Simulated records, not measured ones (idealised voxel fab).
The document below concerns the process module designated voxel transistor to metal.
Square cell edge 5 nm, section width 180 nm, ID cut.
Cross-section = grid of square cells, listed top down in bands; band = one or more rows.
For a band, the entry starts with two heights in nm, that of the top and then that of the bottom, and carries on with the band's materials in order from left to right, each alongside its width in nm; the word "full width" beside a single material means it fills the band edge to edge, and "air" means empty space.
It should be noted that heights are counted from 0, beneath which the wafer as supplied is of one material throughout, and that the lowest band possesses no lower boundary but continues downward, as written in "0 -> down".
It should be noted that a width expressed as "30->40" varies in equal increments from row to row of cells within the band, taking the value of the first number at the top row and that of the second number at the bottom row.
You'll sometimes find "remains unaltered" written for a step, and that's the way of saying that nowhere in the cross-section did a cell change during that step.
"Voids lacking openings" means: voids of 8 cells or more that are shut off from the top with no open way through. Written width x height at distance, distance from the left edge, in nm.
after a step's settings: what the simulator itself notes on the step
The setting "overlay nm" may be written on the line of a step. When the step uses a mask, the value reports how far to the right of the planned place the mask lay, and a negative value reports that it lay to the left.
The planned process steps are enumerated hereunder
1. RECEIVE,material Si
2. CONFORMAL_DEP,material SiO2,thk nm 5
3. CONFORMAL_DEP,material SiN,thk nm 10
4. MASKED_ETCH,tone cover,mask id ACTIVE,width nm 115,etch materials SiN,depth nm 10,overlay nm 0
5. MASKED_ETCH,tone cover,mask id ACTIVE,width nm 115,etch materials SiO2,depth nm 5,overlay nm 0
6. MASKED_ETCH,tone cover,mask id ACTIVE,width nm 115,etch materials Si,depth nm 30,overlay nm 0
7. OXIDIZE,depth nm 5
8. FILL_DEP,material SiO2,thk nm 10
9. CMP,height nm 15
10. SELECTIVE_ETCH,etch materials SiO2,depth nm 5
11. STRIP,etch materials SiN
12. SELECTIVE_ETCH,etch materials SiO2,depth nm 5
13. OXIDIZE,depth nm 5
14. DIRECTIONAL_DEP,material polySi,thk nm 30
15. DIRECTIONAL_DEP,material SiCN,thk nm 15
16. MASKED_ETCH,tone cover,mask id GATE,width nm 25,etch materials SiCN,depth nm 25,overlay nm 0
17. MASKED_ETCH,tone cover,mask id GATE,width nm 25,etch materials polySi,depth nm 40,overlay nm 0
18. CONFORMAL_DEP,material SiO2,thk nm 5
19. DIRECTIONAL_ETCH,etch materials SiO2,depth nm 5
20. CONFORMAL_DEP,material SiN,thk nm 10
21. DIRECTIONAL_ETCH,etch materials SiN,depth nm 10
22. DIRECTIONAL_ETCH,etch materials SiO2,depth nm 5
23. EPI,material SiGe,thk nm 5
24. FILL_DEP,material SiO2,thk nm 5
25. CMP,height nm 45
26. DIRECTIONAL_DEP,material SiO2,thk nm 10
27. PATTERN,tone open,mask id CONTACT,material resist,width nm 35,pitch nm 70,thk nm 15,overlay nm 0
28. DIRECTIONAL_ETCH,etch materials SiO2,depth nm 55
29. STRIP,etch materials resist
30. CONFORMAL_DEP,material TiN,thk nm 5
31. FILL_DEP,material Ru,thk nm 10
32. CMP,height nm 55
33. CONFORMAL_DEP,material SiCN,thk nm 5
34. DIRECTIONAL_DEP,material SiO2,thk nm 25
35. PATTERN,tone open,mask id METAL_1,material resist,width nm 20,pitch nm 85,thk nm 15,overlay nm 0
36. DIRECTIONAL_ETCH,etch materials SiO2,depth nm 25
37. DIRECTIONAL_ETCH,etch materials SiCN,depth nm 5
38. STRIP,etch materials resist
39. CONFORMAL_DEP,material TiN,thk nm 5
40. FILL_DEP,material Ru,thk nm 5
41. CMP,height nm 85
42. CONFORMAL_DEP,material SiCN,thk nm 5
43. DIRECTIONAL_DEP,material lowk,thk nm 30
44. PATTERN,tone open,mask id METAL_2,material resist,width nm 20,pitch nm 85,thk nm 15,overlay nm 0
45. DIRECTIONAL_ETCH,etch materials lowk,depth nm 15
46. STRIP,etch materials resist
47. DIRECTIONAL_DEP,material aC,thk nm 10
48. PATTERN,tone open,mask id METAL_2_HOLES,material resist,width nm 15,pitch nm 85,thk nm 25,overlay nm 0
49. DIRECTIONAL_ETCH,etch materials aC,depth nm 10
50. STRIP,etch materials resist
51. DIRECTIONAL_ETCH,etch materials lowk,depth nm 15
52. DIRECTIONAL_ETCH,etch materials SiCN,depth nm 5
53. STRIP,etch materials aC
54. CONFORMAL_DEP,material TiN,thk nm 5
55. FILL_DEP,material Ru,thk nm 5
56. CMP,height nm 120
57. CONFORMAL_DEP,material SiCN,thk nm 5
So this is the incoming wafer in cross-section - it's already been through step 1
  0 -> down = Si full width
  Voids lacking openings: none
Cross-section at module end, one run error; start and plan unchanged from above
  125 -> 120 = SiCN full width
  120 -> 110 = 35 nm lowk, 5 nm TiN, 10 nm lowk, 5 nm TiN, 65 nm lowk, 5 nm TiN, 10 nm lowk, 5 nm TiN, 40 nm lowk
  110 -> 105 = 35 nm lowk, 5 nm TiN, 5 nm lowk, 10 nm TiN, 65 nm lowk, 5 nm TiN, 5 nm lowk, 10 nm TiN, 40 nm lowk
  105 -> 90 = 35 nm lowk, 5 nm TiN, 5 nm lowk, 5 nm TiN, 70 nm lowk, 5 nm TiN, 5 nm lowk, 5 nm TiN, 45 nm lowk
  90 -> 85 = 35 nm SiCN, 15 nm TiN, 70 nm SiCN, 15 nm TiN, 45 nm SiCN
  85 -> 60 = 35 nm SiO2, 5 nm TiN, 10 nm Ru, 5 nm TiN, 65 nm SiO2, 5 nm TiN, 10 nm Ru, 5 nm TiN, 40 nm SiO2
  60 -> 55 = 35 nm SiCN, 20 nm TiN, 65 nm SiCN, 20 nm TiN, 40 nm SiCN
  55 -> 45 = 35 nm SiO2, 5 nm TiN, 25->15 nm Ru, 5->15 nm TiN, 35 nm SiO2, 5->15 nm TiN, 25->15 nm Ru, 5 nm TiN, 40 nm SiO2
  45 -> 30 = 35 nm SiO2, 5 nm TiN, 15 nm Ru, 5 nm TiN, 10 nm SiN, 5 nm SiO2, 25 nm SiCN, 5 nm SiO2, 10 nm SiN, 5 nm TiN, 15 nm Ru, 5 nm TiN, 40 nm SiO2
  30 -> 10 = 35 nm SiO2, 5 nm TiN, 15 nm Ru, 5 nm TiN, 10 nm SiN, 5 nm SiO2, 25 nm polySi, 5 nm SiO2, 10 nm SiN, 5 nm TiN, 15 nm Ru, 5 nm TiN, 40 nm SiO2
  10 -> 5 = 35 nm SiO2, 10 nm TiN, 10 nm Ru, 5 nm TiN, 10 nm SiN, 5 nm SiO2, 25 nm polySi, 5 nm SiO2, 10 nm SiN, 5 nm TiN, 10 nm Ru, 10 nm TiN, 40 nm SiO2
  5 -> 0 = 30 nm SiO2, 10 nm SiN, 20 nm TiN, 10 nm SiN, 5 nm SiO2, 25 nm polySi, 5 nm SiO2, 10 nm SiN, 20 nm TiN, 10 nm SiN, 35 nm SiO2
  0 -> -5 = 40 nm SiO2, 20 nm SiGe, 55 nm SiO2, 20 nm SiGe, 45 nm SiO2
  -5 -> -35 = 35 nm SiO2, 105 nm Si, 40 nm SiO2
  -35 -> down = Si full width
  Voids lacking openings: none
What went wrong in running the wafer? step 55 changed vs plan, executed as FILL_DEP,material lowk,thk nm 5
